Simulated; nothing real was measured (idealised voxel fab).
process module | voxel air gaps
cross-section cut | 175 nm wide | cells 5 nm
A cross-section is a grid of square cells, given in bands from the top down. A band is one or more rows of cells.
Each band's line starts with the height of the band's top and of its bottom, in nm. Then come its materials from left to right, each with its width in nm. One material with "throughout" fills the band from edge to edge. "air" is empty space.
Height 0 is the level under which the wafer as received is all one material. The lowest band goes on downwards, as in "0 down".
A width such as "30 to 40" changes by the same amount from each row of cells to the next, from the band's top row to its bottom row.
"no change" after a step means that no cell of the cross-section changed.
closed voids: empty space of 8 cells or more with no open way to the top, each as width x height at its distance from the left edge, in nm
after a step's settings: what the simulator itself notes on the step
overlay nm, on a step with a mask: how far to the right of its planned place the mask lay; to the left if negative
plan
1 op RECEIVE | material Si
2 op CONFORMAL_DEP | material SiO2 | thk nm 10
3 op CONFORMAL_DEP | material SiCN | thk nm 5
4 op DIRECTIONAL_DEP | material lowk | thk nm 40
5 op DIRECTIONAL_DEP | material aC | thk nm 15
6 op PATTERN | tone open | mask id LINES | material resist | width nm 15 | pitch nm 40 | thk nm 30 | overlay nm 0
7 op DIRECTIONAL_ETCH | etch materials aC | depth nm 15
8 op STRIP | etch materials resist
9 op DIRECTIONAL_ETCH | etch materials lowk | depth nm 40
10 op STRIP | etch materials aC
11 op CONFORMAL_DEP | material TiN | thk nm 5
12 op FILL_DEP | material W | thk nm 5
13 op CMP | height nm 55
14 op EPI | material Ru | thk nm 10
15 op SELECTIVE_ETCH | etch materials lowk | depth nm 50
16 op CONFORMAL_DEP | material SiCN | thk nm 5
as received, after step 1
  0 down: Si throughout
  closed voids: none
first wafer at the end, as planned
  70 to 65: air 5 | SiCN 165 | air 5
  65 to 55: air 5 | SiCN 5 | Ru 35 | SiCN 5 | Ru 35 | SiCN 5 | Ru 35 | SiCN 5 | Ru 35 | SiCN 5 | air 5
  55 to 50: air 5 | SiCN 15 | TiN 5 | W 5 | TiN 5 | SiCN 25 | TiN 5 | W 5 | TiN 5 | SiCN 25 | TiN 5 | W 5 | TiN 5 | SiCN 25 | TiN 5 | W 5 | TiN 5 | SiCN 15 | air 5
  50 to 20: air 15 | SiCN 5 | TiN 5 | W 5 | TiN 5 | SiCN 5 | air 15 | SiCN 5 | TiN 5 | W 5 | TiN 5 | SiCN 5 | air 15 | SiCN 5 | TiN 5 | W 5 | TiN 5 | SiCN 5 | air 15 | SiCN 5 | TiN 5 | W 5 | TiN 5 | SiCN 5 | air 15
  20 to 15: SiCN 20 | TiN 15 | SiCN 25 | TiN 15 | SiCN 25 | TiN 15 | SiCN 25 | TiN 15 | SiCN 20
  15 to 10: SiCN throughout
  10 to 0: SiO2 throughout
  0 down: Si throughout
  closed voids: 15 x 30 at 40; 15 x 30 at 80; 15 x 30 at 120
second wafer at the end: like start, like plan, one mistake
  70 to 65: SiCN throughout
  65 to 55: Ru throughout
  55 to 50: TiN 25 | W 5 | TiN 35 | W 5 | TiN 35 | W 5 | TiN 35 | W 5 | TiN 25
  50 to 15: lowk 20 | TiN 5 | W 5 | TiN 5 | lowk 25 | TiN 5 | W 5 | TiN 5 | lowk 25 | TiN 5 | W 5 | TiN 5 | lowk 25 | TiN 5 | W 5 | TiN 5 | lowk 20
  15 to 10: lowk 20 | TiN 15 | lowk 25 | TiN 15 | lowk 25 | TiN 15 | lowk 25 | TiN 15 | lowk 20
  10 to 0: SiO2 throughout
  0 down: Si throughout
  closed voids: none
what went wrong: step 3 was left out
at the end the second wafer has, in cells: 14 more of Ru | 135 fewer of SiCN | 31 more of TiN | 4 more of W | 184 more of lowk
closed voids at the end (first wafer, second wafer): 3, 0
